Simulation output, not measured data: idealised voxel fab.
Process module, titled voxel capacitor over wiring
The figure presents cross-section cut, which has a width of 205 nm and is divided into square cells with an edge length of 5 nm.
How to read a cross-section here: the picture is a grid of square cells, written as bands going from the top down, and any band can span one or more rows of cells.
Read a band's entry like this: the first values are the height of its top and the height of its bottom in nm, and what follows is the sequence of materials from left to right, each with its width in nm. Note that "empty" is empty space, and that a single material marked "throughout" reaches across the band from edge to edge.
Heads up on the height convention: 0 is the point under which the incoming wafer is all one material, and the lowest band has no bottom, it just keeps going down, like "0 down".
Top row gets the first number, bottom row gets the second, and each row in between changes by the same step: that is how a band width like "30 to 40" works.
"identical to before" (step): cross-section cells unchanged, all of them.
"Voids, enclosed" enumerates empty spaces isolated from the top, with no open way to it, that contain at least 8 cells, giving each as width x height at distance from the left edge, all three in nm.
What comes after the settings on a step's line is commentary from the simulator itself on that step.
overlay nm: where the mask lay relative to plan, measured to the right, on steps with a mask; negatives go left.
Layout of what follows: cross-section pairs, each bracketing one process step, the after cross-section shown only to the lowest band that changed, the step between and its settings noted under each pair. Pairs may originate in different runs of this module on the same starting wafer; a pair continues from the pair above only where its entry headed "State on entry" says so.
State on entry
    105 to 90 | empty (60) | aC (60) | empty (85)
    90 to 80 | empty (55) | aC (5) | TiN (60) | aC (5) | empty (80)
    80 to 75 | empty (55) | aC (5) | SiN (60) | aC (5) | empty (80)
    75 to 65 | TiN throughout
    65 to 45 | lowk (60) | Ru (15) | lowk (130)
    45 to 40 | SiCN (60) | Ru (15) | SiCN (130)
    40 to 20 | SiO2 (55) | TiN (5) | Cu (15) | TiN (5) | SiO2 (50) | TiN (5) | Cu (15) | TiN (5) | SiO2 (50)
    20 to 15 | SiO2 (55) | TiN (5) | Cu (10) | TiN (10) | SiO2 (50) | TiN (5) | Cu (10) | TiN (10) | SiO2 (50)
    15 to 10 | SiCN (55) | TiN (20) | SiCN (55) | TiN (20) | SiCN (55)
    10 to 0 | SiO2 throughout
    0 down | Si throughout
    Voids, enclosed: none
Post-Step Snapshot
    105 to 90 | empty (60) | aC (60) | empty (85)
    90 to 80 | empty (55) | aC (5) | TiN (60) | aC (5) | empty (80)
    80 to 75 | empty (55) | aC (5) | SiN (60) | aC (5) | empty (80)
    75 to 65 | empty (55) | TiN (70) | empty (80)
    All layers under 65 are left as they were.
    Voids, enclosed: none
Operation between the pre and post cross-sections above: DIRECTIONAL_ETCH, etch materials TiN, depth nm 10
State on entry: The pre-step condition corresponds to the post-step cross-section depicted in the pair directly above.
Post-Step Snapshot
    90 to 80 | empty (60) | TiN (60) | empty (85)
    80 to 75 | empty (60) | SiN (60) | empty (85)
    All layers under 75 are left as they were.
    Voids, enclosed: none
Operation between the pre and post cross-sections above: STRIP, etch materials aC
State on entry: The pre-step condition corresponds to the post-step cross-section depicted in the pair directly above.
Post-Step Snapshot
    105 to 90 | SiO2 throughout
    90 to 80 | SiO2 (60) | TiN (60) | SiO2 (85)
    80 to 75 | SiO2 (60) | SiN (60) | SiO2 (85)
    75 to 65 | SiO2 (55) | TiN (70) | SiO2 (80)
    All layers under 65 are left as they were.
    Voids, enclosed: none
Operation between the pre and post cross-sections above: FILL_DEP, material SiO2, thk nm 15
State on entry: The pre-step condition corresponds to the post-step cross-section depicted in the pair directly above.
Post-Step Snapshot
    100 to 90 | SiO2 throughout
    All layers under 90 are left as they were.
    Voids, enclosed: none
Operation between the pre and post cross-sections above: CMP, height nm 100
State on entry: The pre-step condition corresponds to the post-step cross-section depicted in the pair directly above.
Post-Step Snapshot
    115 to 100 | resist (70) | empty (15) | resist (120)
    All layers under 100 are left as they were.
    Voids, enclosed: none
Operation between the pre and post cross-sections above: PATTERN, tone open, mask id PLUG_2, material resist, width nm 15, thk nm 15, overlay nm 0
State on entry: The pre-step condition corresponds to the post-step cross-section depicted in the pair directly above.
Post-Step Snapshot
    115 to 100 | resist (70) | empty (15) | resist (120)
    100 to 90 | SiO2 (70) | empty (15) | SiO2 (120)
    All layers under 90 are left as they were.
    Voids, enclosed: none
Operation between the pre and post cross-sections above: DIRECTIONAL_ETCH, etch materials SiO2, depth nm 10
State on entry: The pre-step condition corresponds to the post-step cross-section depicted in the pair directly above.
Post-Step Snapshot
    100 to 90 | SiO2 (70) | empty (15) | SiO2 (120)
    All layers under 90 are left as they were.
    Voids, enclosed: none
Operation between the pre and post cross-sections above: STRIP, etch materials resist
State on entry: The pre-step condition corresponds to the post-step cross-section depicted in the pair directly above.
Post-Step Snapshot
    105 to 100 | TiN (75) | empty (5) | TiN (125)
    100 to 95 | SiO2 (70) | TiN (5) | empty (5) | TiN (5) | SiO2 (120)
    95 to 90 | SiO2 (70) | TiN (15) | SiO2 (120)
    All layers under 90 are left as they were.
    Voids, enclosed: none
Operation between the pre and post cross-sections above: CONFORMAL_DEP, material TiN, thk nm 5
State on entry: The pre-step condition corresponds to the post-step cross-section depicted in the pair directly above.
Post-Step Snapshot
    110 to 105 | Ru throughout
    105 to 100 | TiN (75) | Ru (5) | TiN (125)
    100 to 95 | SiO2 (70) | TiN (5) | Ru (5) | TiN (5) | SiO2 (120)
    All layers under 95 are left as they were.
    Voids, enclosed: none
Operation between the pre and post cross-sections above: FILL_DEP, material Ru, thk nm 5
State on entry: The pre-step condition corresponds to the post-step cross-section depicted in the pair directly above.
Post-Step Snapshot
    100 to 95 | SiO2 (70) | TiN (5) | Ru (5) | TiN (5) | SiO2 (120)
    All layers under 95 are left as they were.
    Voids, enclosed: none
Operation between the pre and post cross-sections above: CMP, height nm 100
State on entry: The pre-step condition corresponds to the post-step cross-section depicted in the pair directly above.
Post-Step Snapshot
    105 to 100 | SiCN throughout
    All layers under 100 are left as they were.
    Voids, enclosed: none
Operation between the pre and post cross-sections above: CONFORMAL_DEP, material SiCN, thk nm 5
State on entry
    105 to 90 | empty (60) | aC (60) | empty (85)
    90 to 80 | aC (60) | TiN (60) | aC (85)
    80 to 75 | aC (60) | SiN (60) | aC (85)
    75 to 65 | TiN throughout
    65 to 45 | lowk (60) | Ru (15) | lowk (130)
    45 to 40 | SiCN (60) | Ru (15) | SiCN (130)
    40 to 15 | SiO2 (55) | TiN (5) | Cu (10) | TiN (5) | SiO2 (55) | TiN (5) | Cu (10) | TiN (5) | SiO2 (55)
    15 to 10 | SiCN (55) | TiN (20) | SiCN (55) | TiN (20) | SiCN (55)
    10 to 0 | SiO2 throughout
    0 down | Si throughout
    Voids, enclosed: none
Post-Step Snapshot
    135 to 105 | empty (45) | resist (70) | empty (90)
    105 to 90 | empty (45) | resist (15) | aC (60) | empty (85)
    All layers under 90 are left as they were.
    Voids, enclosed: none
Operation between the pre and post cross-sections above: PATTERN, tone cover, mask id LOWER_PLATE, material resist, width nm 70, thk nm 30, overlay nm -10
State on entry: The pre-step condition corresponds to the post-step cross-section depicted in the pair directly above.
Post-Step Snapshot
    120 to 105 | empty (45) | resist (70) | empty (90)
    105 to 90 | empty (45) | resist (15) | aC (55) | empty (90)
    90 to 80 | empty (45) | aC (15) | TiN (60) | empty (85)
    80 to 75 | empty (45) | aC (15) | SiN (60) | empty (85)
    All layers under 75 are left as they were.
    Voids, enclosed: none
Operation between the pre and post cross-sections above: DIRECTIONAL_ETCH, etch materials aC, depth nm 15
State on entry: The pre-step condition corresponds to the post-step cross-section depicted in the pair directly above.
Post-Step Snapshot
    105 to 90 | empty (60) | aC (55) | empty (90)
    All layers under 90 are left as they were.
    Voids, enclosed: none
Operation between the pre and post cross-sections above: STRIP, etch materials resist
State on entry: The pre-step condition corresponds to the post-step cross-section depicted in the pair directly above.
Post-Step Snapshot
    105 to 90 | empty (60) | aC (55) | empty (90)
    90 to 80 | empty (45) | aC (15) | TiN (55) | empty (90)
    80 to 75 | empty (45) | aC (15) | SiN (60) | empty (85)
    75 to 65 | empty (45) | TiN (75) | empty (85)
    All layers under 65 are left as they were.
    Voids, enclosed: none
Operation between the pre and post cross-sections above: DIRECTIONAL_ETCH, etch materials TiN, depth nm 10
State on entry: The pre-step condition corresponds to the post-step cross-section depicted in the pair directly above.
Post-Step Snapshot
    90 to 80 | empty (60) | TiN (55) | empty (90)
    80 to 75 | empty (60) | SiN (60) | empty (85)
    All layers under 75 are left as they were.
    Voids, enclosed: none
Operation between the pre and post cross-sections above: STRIP, etch materials aC
State on entry: The pre-step condition corresponds to the post-step cross-section depicted in the pair directly above.
Post-Step Snapshot
    105 to 90 | SiO2 throughout
    90 to 80 | SiO2 (60) | TiN (55) | SiO2 (90)
    80 to 75 | SiO2 (60) | SiN (60) | SiO2 (85)
    75 to 65 | SiO2 (45) | TiN (75) | SiO2 (85)
    All layers under 65 are left as they were.
    Voids, enclosed: none
Operation between the pre and post cross-sections above: FILL_DEP, material SiO2, thk nm 15
State on entry: The pre-step condition corresponds to the post-step cross-section depicted in the pair directly above.
Post-Step Snapshot
    100 to 90 | SiO2 throughout
    All layers under 90 are left as they were.
    Voids, enclosed: none
Operation between the pre and post cross-sections above: CMP, height nm 100
State on entry: The pre-step condition corresponds to the post-step cross-section depicted in the pair directly above.
Post-Step Snapshot
    115 to 100 | resist (70) | empty (15) | resist (120)
    All layers under 100 are left as they were.
    Voids, enclosed: none
Operation between the pre and post cross-sections above: PATTERN, tone open, mask id PLUG_2, material resist, width nm 15, thk nm 15, overlay nm 0
State on entry: The pre-step condition corresponds to the post-step cross-section depicted in the pair directly above.
Post-Step Snapshot
    115 to 100 | resist (70) | empty (15) | resist (120)
    100 to 90 | SiO2 (70) | empty (15) | SiO2 (120)
    All layers under 90 are left as they were.
    Voids, enclosed: none
Operation between the pre and post cross-sections above: DIRECTIONAL_ETCH, etch materials SiO2, depth nm 10
State on entry: The pre-step condition corresponds to the post-step cross-section depicted in the pair directly above.
Post-Step Snapshot
    100 to 90 | SiO2 (70) | empty (15) | SiO2 (120)
    All layers under 90 are left as they were.
    Voids, enclosed: none
Operation between the pre and post cross-sections above: STRIP, etch materials resist
State on entry: The pre-step condition corresponds to the post-step cross-section depicted in the pair directly above.
Post-Step Snapshot
    105 to 100 | TiN (75) | empty (5) | TiN (125)
    100 to 95 | SiO2 (70) | TiN (5) | empty (5) | TiN (5) | SiO2 (120)
    95 to 90 | SiO2 (70) | TiN (15) | SiO2 (120)
    All layers under 90 are left as they were.
    Voids, enclosed: none
Operation between the pre and post cross-sections above: CONFORMAL_DEP, material TiN, thk nm 5
State on entry: The pre-step condition corresponds to the post-step cross-section depicted in the pair directly above.
Post-Step Snapshot
    110 to 105 | Ru throughout
    105 to 100 | TiN (75) | Ru (5) | TiN (125)
    100 to 95 | SiO2 (70) | TiN (5) | Ru (5) | TiN (5) | SiO2 (120)
    All layers under 95 are left as they were.
    Voids, enclosed: none
Operation between the pre and post cross-sections above: FILL_DEP, material Ru, thk nm 5
State on entry: The pre-step condition corresponds to the post-step cross-section depicted in the pair directly above.
Post-Step Snapshot
    100 to 95 | SiO2 (70) | TiN (5) | Ru (5) | TiN (5) | SiO2 (120)
    All layers under 95 are left as they were.
    Voids, enclosed: none
Operation between the pre and post cross-sections above: CMP, height nm 100
State on entry: The pre-step condition corresponds to the post-step cross-section depicted in the pair directly above.
Post-Step Snapshot
    105 to 100 | SiCN throughout
    All layers under 100 are left as they were.
    Voids, enclosed: none
Operation between the pre and post cross-sections above: CONFORMAL_DEP, material SiCN, thk nm 5
State on entry
    100 to 95 | SiO2 (70) | TiN (5) | Ru (5) | TiN (5) | SiO2 (120)
    95 to 90 | SiO2 (70) | TiN (15) | SiO2 (120)
    90 to 80 | SiO2 (60) | TiN (60) | SiO2 (85)
    80 to 75 | SiO2 (60) | SiN (60) | SiO2 (85)
    75 to 65 | SiO2 (55) | TiN (70) | SiO2 (80)
    65 to 45 | lowk (60) | Ru (15) | lowk (130)
    45 to 40 | SiCN (60) | Ru (15) | SiCN (130)
    40 to 15 | SiO2 (55) | TiN (5) | Cu (10) | TiN (5) | SiO2 (55) | TiN (5) | Cu (10) | TiN (5) | SiO2 (55)
    15 to 10 | SiCN (55) | TiN (20) | SiCN (55) | TiN (20) | SiCN (55)
    10 to 0 | SiO2 throughout
    0 down | Si throughout
    Voids, enclosed: none
Post-Step Snapshot
    105 to 100 | TiN throughout
    All layers under 100 are left as they were.
    Voids, enclosed: none
Operation between the pre and post cross-sections above: CONFORMAL_DEP, material TiN, thk nm 5
State on entry
    40 to 15 | SiO2 throughout
    15 to 10 | SiCN throughout
    10 to 0 | SiO2 throughout
    0 down | Si throughout
    Voids, enclosed: none
Post-Step Snapshot
    40 to 15 | empty (55) | SiO2 (20) | empty (55) | SiO2 (20) | empty (55)
    All layers under 15 are left as they were.
    Voids, enclosed: none
Operation between the pre and post cross-sections above: MASKED_ETCH, tone cover, mask id METAL_1, width nm 20, pitch nm 75, etch materials SiO2, depth nm 25, overlay nm 0
State on entry: The pre-step condition corresponds to the post-step cross-section depicted in the pair directly above.
Post-Step Snapshot
    45 to 40 | empty (50) | TiN (30) | empty (45) | TiN (30) | empty (50)
    40 to 20 | empty (50) | TiN (5) | SiO2 (20) | TiN (5) | empty (45) | TiN (5) | SiO2 (20) | TiN (5) | empty (50)
    20 to 15 | TiN (55) | SiO2 (20) | TiN (55) | SiO2 (20) | TiN (55)
    All layers under 15 are left as they were.
    Voids, enclosed: none
Operation between the pre and post cross-sections above: CONFORMAL_DEP, material TiN, thk nm 5
State on entry: The pre-step condition corresponds to the post-step cross-section depicted in the pair directly above.
Post-Step Snapshot
    50 to 45 | Cu throughout
    45 to 40 | Cu (50) | TiN (30) | Cu (45) | TiN (30) | Cu (50)
    40 to 20 | Cu (50) | TiN (5) | SiO2 (20) | TiN (5) | Cu (45) | TiN (5) | SiO2 (20) | TiN (5) | Cu (50)
    All layers under 20 are left as they were.
    Voids, enclosed: none
Operation between the pre and post cross-sections above: FILL_DEP, material Cu, thk nm 5
State on entry: The pre-step condition corresponds to the post-step cross-section depicted in the pair directly above.
Post-Step Snapshot
    40 to 20 | Cu (50) | TiN (5) | SiO2 (20) | TiN (5) | Cu (45) | TiN (5) | SiO2 (20) | TiN (5) | Cu (50)
    All layers under 20 are left as they were.
    Voids, enclosed: none
Operation between the pre and post cross-sections above: CMP, height nm 40
State on entry: The pre-step condition corresponds to the post-step cross-section depicted in the pair directly above.
Post-Step Snapshot
    45 to 40 | SiCN throughout
    All layers under 40 are left as they were.
    Voids, enclosed: none
Operation between the pre and post cross-sections above: CONFORMAL_DEP, material SiCN, thk nm 5
State on entry: The pre-step condition corresponds to the post-step cross-section depicted in the pair directly above.
Post-Step Snapshot
    65 to 45 | lowk throughout
    All layers under 45 are left as they were.
    Voids, enclosed: none
Operation between the pre and post cross-sections above: DIRECTIONAL_DEP, material lowk, thk nm 20
State on entry: The pre-step condition corresponds to the post-step cross-section depicted in the pair directly above.
Post-Step Snapshot
    85 to 65 | resist (60) | empty (15) | resist (130)
    All layers under 65 are left as they were.
    Voids, enclosed: none
Operation between the pre and post cross-sections above: PATTERN, tone open, mask id PLUG_1, material resist, width nm 15, thk nm 20, overlay nm 0
State on entry: The pre-step condition corresponds to the post-step cross-section depicted in the pair directly above.
Post-Step Snapshot
    85 to 65 | resist (60) | empty (15) | resist (130)
    65 to 45 | lowk (60) | empty (15) | lowk (130)
    All layers under 45 are left as they were.
    Voids, enclosed: none
Operation between the pre and post cross-sections above: DIRECTIONAL_ETCH, etch materials lowk, depth nm 20
State on entry: The pre-step condition corresponds to the post-step cross-section depicted in the pair directly above.
Post-Step Snapshot
    85 to 65 | resist (60) | empty (15) | resist (130)
    65 to 45 | lowk (60) | empty (15) | lowk (130)
    45 to 40 | SiCN (60) | empty (15) | SiCN (130)
    All layers under 40 are left as they were.
    Voids, enclosed: none
Operation between the pre and post cross-sections above: DIRECTIONAL_ETCH, etch materials SiCN, depth nm 5
State on entry: The pre-step condition corresponds to the post-step cross-section depicted in the pair directly above.
Post-Step Snapshot
    65 to 45 | lowk (60) | empty (15) | lowk (130)
    All layers under 45 are left as they were.
    Voids, enclosed: none
Operation between the pre and post cross-sections above: STRIP, etch materials resist
State on entry: The pre-step condition corresponds to the post-step cross-section depicted in the pair directly above.
Post-Step Snapshot
    75 to 65 | TiN (60) | empty (15) | TiN (130)
    65 to 50 | lowk (60) | empty (15) | lowk (130)
    50 to 45 | lowk (60) | TiN (15) | lowk (130)
    45 to 40 | SiCN (60) | TiN (15) | SiCN (130)
    All layers under 40 are left as they were.
    Voids, enclosed: none
Operation between the pre and post cross-sections above: DIRECTIONAL_DEP, material TiN, thk nm 10
State on entry: The pre-step condition corresponds to the post-step cross-section depicted in the pair directly above.
Post-Step Snapshot
    80 to 75 | SiN (60) | empty (15) | SiN (130)
    75 to 65 | TiN (60) | empty (15) | TiN (130)
    65 to 55 | lowk (60) | empty (15) | lowk (130)
    55 to 50 | lowk (60) | SiN (15) | lowk (130)
    All layers under 50 are left as they were.
    Voids, enclosed: none
Operation between the pre and post cross-sections above: DIRECTIONAL_DEP, material SiN, thk nm 5
State on entry: The pre-step condition corresponds to the post-step cross-section depicted in the pair directly above.
Post-Step Snapshot
    90 to 80 | TiN (60) | empty (15) | TiN (130)
    80 to 75 | SiN (60) | empty (15) | SiN (130)
    75 to 65 | TiN (60) | empty (15) | TiN (130)
    65 to 55 | lowk (60) | TiN (15) | lowk (130)
    All layers under 55 are left as they were.
    Voids, enclosed: none
Operation between the pre and post cross-sections above: DIRECTIONAL_DEP, material TiN, thk nm 10
State on entry: The pre-step condition corresponds to the post-step cross-section depicted in the pair directly above.
Post-Step Snapshot
    105 to 90 | empty (60) | resist (60) | empty (85)
    90 to 80 | TiN (60) | resist (15) | TiN (130)
    80 to 75 | SiN (60) | resist (15) | SiN (130)
    75 to 65 | TiN (60) | resist (15) | TiN (130)
    All layers under 65 are left as they were.
    Voids, enclosed: none
Operation between the pre and post cross-sections above: PATTERN, tone cover, mask id UPPER_PLATE, material resist, width nm 60, thk nm 15, overlay nm 0
State on entry: The pre-step condition corresponds to the post-step cross-section depicted in the pair directly above.
Post-Step Snapshot
    105 to 90 | empty (60) | resist (60) | empty (85)
    90 to 80 | empty (60) | resist (15) | TiN (45) | empty (85)
    All layers under 80 are left as they were.
    Voids, enclosed: none
Operation between the pre and post cross-sections above: DIRECTIONAL_ETCH, etch materials TiN, depth nm 10
State on entry: The pre-step condition corresponds to the post-step cross-section depicted in the pair directly above.
Post-Step Snapshot
    105 to 90 | empty (60) | resist (60) | empty (85)
    90 to 80 | empty (60) | resist (15) | TiN (45) | empty (85)
    80 to 75 | empty (60) | resist (15) | SiN (45) | empty (85)
    All layers under 75 are left as they were.
    Voids, enclosed: none
Operation between the pre and post cross-sections above: DIRECTIONAL_ETCH, etch materials SiN, depth nm 5
State on entry: The pre-step condition corresponds to the post-step cross-section depicted in the pair directly above.
Post-Step Snapshot
    90 to 80 | empty (75) | TiN (45) | empty (85)
    80 to 75 | empty (75) | SiN (45) | empty (85)
    75 to 65 | TiN (60) | empty (15) | TiN (130)
    All layers under 65 are left as they were.
    Voids, enclosed: none
Operation between the pre and post cross-sections above: STRIP, etch materials resist
State on entry: The pre-step condition corresponds to the post-step cross-section depicted in the pair directly above.
Post-Step Snapshot
    105 to 90 | empty (75) | aC (45) | empty (85)
    90 to 80 | aC (60) | empty (15) | TiN (45) | aC (85)
    80 to 75 | aC (75) | SiN (45) | aC (85)
    75 to 65 | TiN (60) | aC (15) | TiN (130)
    All layers under 65 are left as they were.
    Voids, enclosed: none
Operation between the pre and post cross-sections above: DIRECTIONAL_DEP, material aC, thk nm 15
State on entry: The pre-step condition corresponds to the post-step cross-section depicted in the pair directly above.
Post-Step Snapshot
    135 to 105 | empty (55) | resist (70) | empty (80)
    105 to 90 | empty (55) | resist (20) | aC (45) | resist (5) | empty (80)
    90 to 80 | aC (60) | resist (15) | TiN (45) | aC (85)
    All layers under 80 are left as they were.
    Voids, enclosed: none
Operation between the pre and post cross-sections above: PATTERN, tone cover, mask id LOWER_PLATE, material resist, width nm 70, thk nm 30, overlay nm 0
State on entry: The pre-step condition corresponds to the post-step cross-section depicted in the pair directly above.
Post-Step Snapshot
    120 to 105 | empty (55) | resist (70) | empty (80)
    105 to 90 | empty (55) | resist (20) | aC (45) | resist (5) | empty (80)
    90 to 80 | empty (55) | aC (5) | resist (15) | TiN (45) | aC (5) | empty (80)
    80 to 75 | empty (55) | aC (20) | SiN (45) | aC (5) | empty (80)
    All layers under 75 are left as they were.
    Voids, enclosed: none
Operation between the pre and post cross-sections above: DIRECTIONAL_ETCH, etch materials aC, depth nm 15
State on entry: The pre-step condition corresponds to the post-step cross-section depicted in the pair directly above.
Post-Step Snapshot
    105 to 90 | empty (75) | aC (45) | empty (85)
    90 to 80 | empty (55) | aC (5) | empty (15) | TiN (45) | aC (5) | empty (80)
    All layers under 80 are left as they were.
    Voids, enclosed: none
Operation between the pre and post cross-sections above: STRIP, etch materials resist
State on entry: The pre-step condition corresponds to the post-step cross-section depicted in the pair directly above.
Post-Step Snapshot
    105 to 90 | empty (75) | aC (45) | empty (85)
    90 to 80 | empty (55) | aC (5) | empty (15) | TiN (45) | aC (5) | empty (80)
    80 to 75 | empty (55) | aC (20) | SiN (45) | aC (5) | empty (80)
    75 to 65 | empty (55) | TiN (5) | aC (15) | TiN (50) | empty (80)
    All layers under 65 are left as they were.
    Voids, enclosed: none
Operation between the pre and post cross-sections above: DIRECTIONAL_ETCH, etch materials TiN, depth nm 10
State on entry: The pre-step condition corresponds to the post-step cross-section depicted in the pair directly above.
Post-Step Snapshot
    90 to 80 | empty (75) | TiN (45) | empty (85)
    80 to 75 | empty (75) | SiN (45) | empty (85)
    75 to 65 | empty (55) | TiN (5) | empty (15) | TiN (50) | empty (80)
    All layers under 65 are left as they were.
    Voids, enclosed: none
Operation between the pre and post cross-sections above: STRIP, etch materials aC
State on entry: The pre-step condition corresponds to the post-step cross-section depicted in the pair directly above.
Post-Step Snapshot
    105 to 90 | SiO2 throughout
    90 to 80 | SiO2 (75) | TiN (45) | SiO2 (85)
    80 to 75 | SiO2 (75) | SiN (45) | SiO2 (85)
    75 to 65 | SiO2 (55) | TiN (5) | SiO2 (15) | TiN (50) | SiO2 (80)
    All layers under 65 are left as they were.
    Voids, enclosed: none
Operation between the pre and post cross-sections above: FILL_DEP, material SiO2, thk nm 15
State on entry: The pre-step condition corresponds to the post-step cross-section depicted in the pair directly above.
Post-Step Snapshot
    100 to 90 | SiO2 throughout
    All layers under 90 are left as they were.
    Voids, enclosed: none
Operation between the pre and post cross-sections above: CMP, height nm 100
State on entry: The pre-step condition corresponds to the post-step cross-section depicted in the pair directly above.
Post-Step Snapshot
    115 to 100 | resist (70) | empty (15) | resist (120)
    All layers under 100 are left as they were.
    Voids, enclosed: none
Operation between the pre and post cross-sections above: PATTERN, tone open, mask id PLUG_2, material resist, width nm 15, thk nm 15, overlay nm 0
State on entry: The pre-step condition corresponds to the post-step cross-section depicted in the pair directly above.
Post-Step Snapshot
    115 to 100 | resist (70) | empty (15) | resist (120)
    100 to 90 | SiO2 (70) | empty (15) | SiO2 (120)
    All layers under 90 are left as they were.
    Voids, enclosed: none
Operation between the pre and post cross-sections above: DIRECTIONAL_ETCH, etch materials SiO2, depth nm 10
State on entry: The pre-step condition corresponds to the post-step cross-section depicted in the pair directly above.
Post-Step Snapshot
    100 to 90 | SiO2 (70) | empty (15) | SiO2 (120)
    All layers under 90 are left as they were.
    Voids, enclosed: none
Operation between the pre and post cross-sections above: STRIP, etch materials resist
State on entry: The pre-step condition corresponds to the post-step cross-section depicted in the pair directly above.
Post-Step Snapshot
    105 to 100 | TiN (75) | empty (5) | TiN (125)
    100 to 95 | SiO2 (70) | TiN (5) | empty (5) | TiN (5) | SiO2 (120)
    95 to 90 | SiO2 (70) | TiN (15) | SiO2 (120)
    All layers under 90 are left as they were.
    Voids, enclosed: none
Operation between the pre and post cross-sections above: CONFORMAL_DEP, material TiN, thk nm 5
State on entry: The pre-step condition corresponds to the post-step cross-section depicted in the pair directly above.
Post-Step Snapshot
    110 to 105 | Ru throughout
    105 to 100 | TiN (75) | Ru (5) | TiN (125)
    100 to 95 | SiO2 (70) | TiN (5) | Ru (5) | TiN (5) | SiO2 (120)
    All layers under 95 are left as they were.
    Voids, enclosed: none
Operation between the pre and post cross-sections above: FILL_DEP, material Ru, thk nm 5
State on entry: The pre-step condition corresponds to the post-step cross-section depicted in the pair directly above.
Post-Step Snapshot
    100 to 95 | SiO2 (70) | TiN (5) | Ru (5) | TiN (5) | SiO2 (120)
    All layers under 95 are left as they were.
    Voids, enclosed: none
Operation between the pre and post cross-sections above: CMP, height nm 100
State on entry: The pre-step condition corresponds to the post-step cross-section depicted in the pair directly above.
Post-Step Snapshot
    105 to 100 | SiCN throughout
    All layers under 100 are left as they were.
    Voids, enclosed: none
Operation between the pre and post cross-sections above: CONFORMAL_DEP, material SiCN, thk nm 5
